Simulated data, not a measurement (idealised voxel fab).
Documented hereafter: the process module known as voxel double patterning.
Section shown: cut. Width: 155 nm. Cell size: 5 nm, square.
For the purposes of this document, a cross-section shall be understood as a grid of square cells, specified as bands listed in top-to-bottom order, each band consisting of one or more rows of cells.
In this notation a band is specified by the heights of its top and bottom, in that order and in nm, after which its materials appear from left to right, each paired with its width in nm. The word "everywhere" attached to a single material means that material fills the band from edge to edge; the word "empty" stands for empty space.
Beneath 0, the wafer as received is one material, and that level is where height counting begins. The lowest band goes on downward without a bottom; it is written like "0 and below".
It should be noted that a width expressed as "30->40" varies in equal increments from row to row of cells within the band, taking the value of the first number at the top row and that of the second number at the bottom row.
"remained the same" -> step changed no cross-section cell.
"Closed internal cavities" lists enclosed empty spaces (at least 8 cells, no open path upward to the top), each as width x height at distance from the left edge, in nm.
Step line, after settings: the simulator's comment on this step.
The line of a step may include "overlay nm". On a step with a mask, this value is how far to the right of its planned place the mask lay. A negative value means the mask lay to the left.

# Process steps - plan
1: RECEIVE | material Si
2: CONFORMAL_DEP | material SiO2 | thk nm 10
3: DIRECTIONAL_DEP | material TiN | thk nm 15
4: DIRECTIONAL_DEP | material SiCN | thk nm 10
5: DIRECTIONAL_DEP | material aC | thk nm 15
6: PATTERN | tone open | mask id FIRST | material resist | width nm 15 | pitch nm 50 | thk nm 35 | overlay nm 0
7: DIRECTIONAL_ETCH | etch materials aC | depth nm 15
8: STRIP | etch materials resist
9: DIRECTIONAL_ETCH | etch materials SiCN | depth nm 10
10: STRIP | etch materials aC
11: MASKED_ETCH | tone open | mask id SECOND | width nm 15 | pitch nm 50 | etch materials SiCN | depth nm 10 | overlay nm 0
12: DIRECTIONAL_ETCH | etch materials TiN | depth nm 15
13: STRIP | etch materials SiCN

# The cross-section here shows the wafer as received, i.e. in its state after step 1
0 and below = Si everywhere
Closed internal cavities: none

# Same starting wafer, same plan as above, one mistake in the execution; this is the cross-section at the end of the module
25 down to 10 = empty: 45 / TiN: 15 / empty: 35 / TiN: 15 / empty: 45
10 down to 0 = SiO2 everywhere
0 and below = Si everywhere
Closed internal cavities: none
Diagnosis: step 11 was processed under conditions differing from the plan, specifically as MASKED_ETCH | tone cover | mask id SECOND | width nm 15 | pitch nm 50 | etch materials SiCN | depth nm 10 | overlay nm 0
